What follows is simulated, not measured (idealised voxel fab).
The process module that follows is named voxel ribs on slabs.
The cross-section on display is named cut; it measures 295 nm wide, and its cells are 5 nm squares.
Think of the cross-section as a grid of square cells. We describe it in bands, top to bottom, and each band covers one or more rows of those cells. It is stipulated that each band's entry specify, in nanometres, the height of the top of the band and then that of its bottom, followed by the materials of the band in left-to-right sequence, each together with its width in nanometres. A single material marked by the word "all across" is understood to fill the band from edge to edge; the word "blank" is understood to denote empty space. Ref level 0: as-received wafer is one material below here. Bottom band extends down with no lower bound ("0 nm and below"). You'd read "30->40" like this: the band's top row of cells is as wide as the first number, its bottom row is as wide as the second, and going down, every row changes width by the same amount as the row before did. No cell of the cross-section changed in a step that is given as "stayed the same". Empty spaces without an open route to the top, at least 8 cells in extent, make up the entry "Fully closed voids"; each is given as width x height at distance, where the distance is measured from the left edge, and all are in nm. Where a step's line continues beyond its settings, the continuation is a remark by the simulator itself on that step. Each step line may optionally specify "overlay nm", which for a step with a mask gives the rightward distance between the mask's planned place and where it lay, a negative value indicating the leftward direction.
## This section lists the process steps that were planned
1) RECEIVE [material Si]
2) DIRECTIONAL_DEP [material SiO2] [thk nm 25]
3) DIRECTIONAL_DEP [material SiN] [thk nm 25]
4) PATTERN [tone cover] [mask id RIB] [material resist] [width nm 25] [thk nm 20] [overlay nm 0]
5) DIRECTIONAL_ETCH [etch materials SiN] [depth nm 15]
6) STRIP [etch materials resist]
7) MASKED_ETCH [tone cover] [mask id SLAB] [width nm 85] [etch materials SiN] [depth nm 10] [overlay nm 0]
8) FILL_DEP [material SiO2] [thk nm 25]
9) CMP [height nm 65]
10) DIRECTIONAL_DEP [material TiN] [thk nm 5]
11) PATTERN [tone cover] [mask id HEATER] [material resist] [width nm 35] [thk nm 15] [overlay nm 0]
12) DIRECTIONAL_ETCH [etch materials TiN] [depth nm 5]
13) STRIP [etch materials resist]
14) CONFORMAL_DEP [material SiN] [thk nm 5]
## Delivered wafer in cross-section: state after step 1
    0 nm and below: Si all across
    Fully closed voids: none
## First wafer of two, sectioned at end of module; run went per plan
    75 nm to 70 nm: blank: 125, then SiN: 45, then blank: 125
    70 nm to 65 nm: SiN: 130, then TiN: 35, then SiN: 130
    65 nm to 50 nm: SiO2 all across
    50 nm to 35 nm: SiO2: 135, then SiN: 25, then SiO2: 135
    35 nm to 25 nm: SiO2: 105, then SiN: 85, then SiO2: 105
    25 nm to 0 nm: SiO2 all across
    0 nm and below: Si all across
    Fully closed voids: none
## Second wafer cross-section at end of module - shared start and plan with the first, one mistake in the run
    80 nm to 75 nm: blank: 125, then SiN: 45, then blank: 125
    75 nm to 70 nm: SiN: 130, then TiN: 35, then SiN: 130
    70 nm to 50 nm: SiO2 all across
    50 nm to 35 nm: SiO2: 135, then SiN: 25, then SiO2: 135
    35 nm to 25 nm: SiO2: 105, then SiN: 85, then SiO2: 105
    25 nm to 0 nm: SiO2 all across
    0 nm and below: Si all across
    Fully closed voids: none
Deviation from plan: so step 9 ended up running with a different setting than we planned, it ran as CMP [height nm 70]
Final difference in cells, second wafer against first, listed per material as more or fewer: SiO2 +59
